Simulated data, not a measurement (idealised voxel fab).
Process module in this document: voxel self aligned vias
We display cut, a cross-section 160 nm in width whose square cells are each 5 nm.
How to read a cross-section here: the picture is a grid of square cells, written as bands going from the top down, and any band can span one or more rows of cells. For a band, the entry starts with two heights in nm, that of the top and then that of the bottom, and carries on with the band's materials in order from left to right, each alongside its width in nm; the word "all across" beside a single material means it fills the band edge to edge, and "blank" means empty space. For the purposes of this specification, 0 denotes the height below which the wafer in its as-received condition is composed wholly of one material, and the lowermost band, lacking a lower limit, extends downward without end, as expressed in "0 and below". Note: "30->40" means the width goes from the first number (top row of the band) to the second number (bottom row) in equal steps per row of cells. No cell of the cross-section changed in a step that is given as "changes: none". The entry "Enclosed internal cavities" lists the empty spaces that cover at least 8 cells and have no open path to the top. Each is written as width x height at distance, where the distance is measured from the left edge and all three values are in nm. That trailing text on a step's line, after the settings, is the simulator's own remark on the step. "overlay nm" denotes, for a step that has a mask, the displacement of the mask to the right of its planned place, with negative values corresponding to the left.
[plan]
1,RECEIVE | material Si
2,CONFORMAL_DEP | material SiO2 | thk nm 15
3,CONFORMAL_DEP | material SiCN | thk nm 5
4,DIRECTIONAL_DEP | material SiO2 | thk nm 30
5,DIRECTIONAL_DEP | material aC | thk nm 10
6,PATTERN | tone open | mask id LINES | material resist | width nm 20 | pitch nm 55 | thk nm 25 | overlay nm 0
7,DIRECTIONAL_ETCH | etch materials aC | depth nm 10
8,STRIP | etch materials resist
9,DIRECTIONAL_ETCH | etch materials SiO2 | depth nm 30
10,STRIP | etch materials aC
11,CONFORMAL_DEP | material TiN | thk nm 5
12,FILL_DEP | material Ru | thk nm 10
13,CMP | height nm 50
14,SELECTIVE_ETCH | etch materials W Ru TiN | depth nm 10
15,FILL_DEP | material SiN | thk nm 10
16,CMP | height nm 50
17,DIRECTIONAL_DEP | material SiO2 | thk nm 20
18,PATTERN | tone open | mask id VIAS | material resist | width nm 20 | thk nm 20 | overlay nm 0
19,DIRECTIONAL_ETCH | etch materials SiO2 | depth nm 20
20,DIRECTIONAL_ETCH | etch materials SiN | depth nm 10
21,STRIP | etch materials resist
22,CONFORMAL_DEP | material TiN | thk nm 5
23,FILL_DEP | material Cu | thk nm 5
24,CMP | height nm 70
25,CONFORMAL_DEP | material SiN | thk nm 5
Don't read the plan's width nm for step 18 as applying to every wafer: that's the first wafer's value, and the wafers differ in it, though they all start identical.
[The first of several wafers as received, shown in cross-section; this is its state after step 1]
	0 and below  Si all across
	Enclosed internal cavities: none
[Table: wafers, a row each; end-of-module cell change per material since receipt, gain (+), loss (-); then closed voids]
width nm 20 | +10 Cu | +12 Ru | +32 SiCN | +40 SiN | +352 SiO2 | +34 TiN | Enclosed internal cavities: none
width nm 25 | +13 Cu | +12 Ru | +32 SiCN | +40 SiN | +348 SiO2 | +35 TiN | Enclosed internal cavities: none
width nm 30 | +16 Cu | +12 Ru | +32 SiCN | +40 SiN | +344 SiO2 | +36 TiN | Enclosed internal cavities: none
width nm 35 | +19 Cu | +12 Ru | +32 SiCN | +40 SiN | +340 SiO2 | +37 TiN | Enclosed internal cavities: none
width nm 40 | +22 Cu | +12 Ru | +32 SiCN | +40 SiN | +336 SiO2 | +38 TiN | Enclosed internal cavities: none
width nm 45 | +25 Cu | +12 Ru | +32 SiCN | +40 SiN | +332 SiO2 | +39 TiN | Enclosed internal cavities: none
